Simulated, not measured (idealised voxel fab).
Process module in this document: voxel spacer lines
The cross-section shown here is cut; it is 280 nm wide and divided into square cells measuring 5 nm on a side.
Bands, listed from the top down, are how a cross-section gets written in this document; the cross-section itself is a grid of square cells, and a band is one or more rows of them. In this notation a band is specified by the heights of its top and bottom, in that order and in nm, after which its materials appear from left to right, each paired with its width in nm. The word "full width" attached to a single material means that material fills the band from edge to edge; the word "empty" stands for empty space. Convention: height 0 is the level below which the wafer, as received, is all one material. The lowest band does not terminate at the bottom but continues downward, represented as "from 0 down". You'd read "30..40" like this: the band's top row of cells is as wide as the first number, its bottom row is as wide as the second, and going down, every row changes width by the same amount as the row before did. Where a step carries "no modifications", the cross-section came out of it unchanged, cell for cell. In "Voids, fully enclosed" the enclosed voids are listed, meaning empty spaces of 8 cells or larger without any opening to the top. The form is width x height at distance, distance from the left edge, units nm. On a step's line, text after the settings is the simulator commenting on that step. overlay nm, on a step with a mask: how far to the right of its planned place the mask lay; to the left if negative.

[Steps planned for the process]
1) RECEIVE with material Si
2) CONFORMAL_DEP with material Al2O3, thk nm 5
3) DIRECTIONAL_DEP with material SiN, thk nm 15
4) DIRECTIONAL_DEP with material polySi, thk nm 25
5) PATTERN with tone cover, mask id MANDREL, material resist, width nm 15, pitch nm 70, thk nm 30, overlay nm 0
6) DIRECTIONAL_ETCH with etch materials polySi, depth nm 25
7) STRIP with etch materials resist
8) CONFORMAL_DEP with material SiO2, thk nm 10
9) DIRECTIONAL_ETCH with etch materials SiO2, depth nm 10
10) STRIP with etch materials polySi
11) DIRECTIONAL_ETCH with etch materials SiN, depth nm 15
12) STRIP with etch materials SiO2
Variable across wafers: step 5 width nm (plan value is that of the first wafer; starting state common to all).

[First of several wafers, received after step 1, in cross-section]
> from 0 down  Si full width
> Voids, fully enclosed: none

[Rows = wafers. At module end, each row lists per material the cells gained (+) or lost (-) since the wafer was received, then the closed voids]
width nm 15; +56 Al2O3; +36 SiN; Voids, fully enclosed: none
width nm 20; +56 Al2O3; +36 SiN; Voids, fully enclosed: none
width nm 25; +56 Al2O3; +36 SiN; Voids, fully enclosed: none
width nm 30; +56 Al2O3; +36 SiN; Voids, fully enclosed: none
width nm 35; +56 Al2O3; +36 SiN; Voids, fully enclosed: none
width nm 40; +56 Al2O3; +36 SiN; Voids, fully enclosed: none
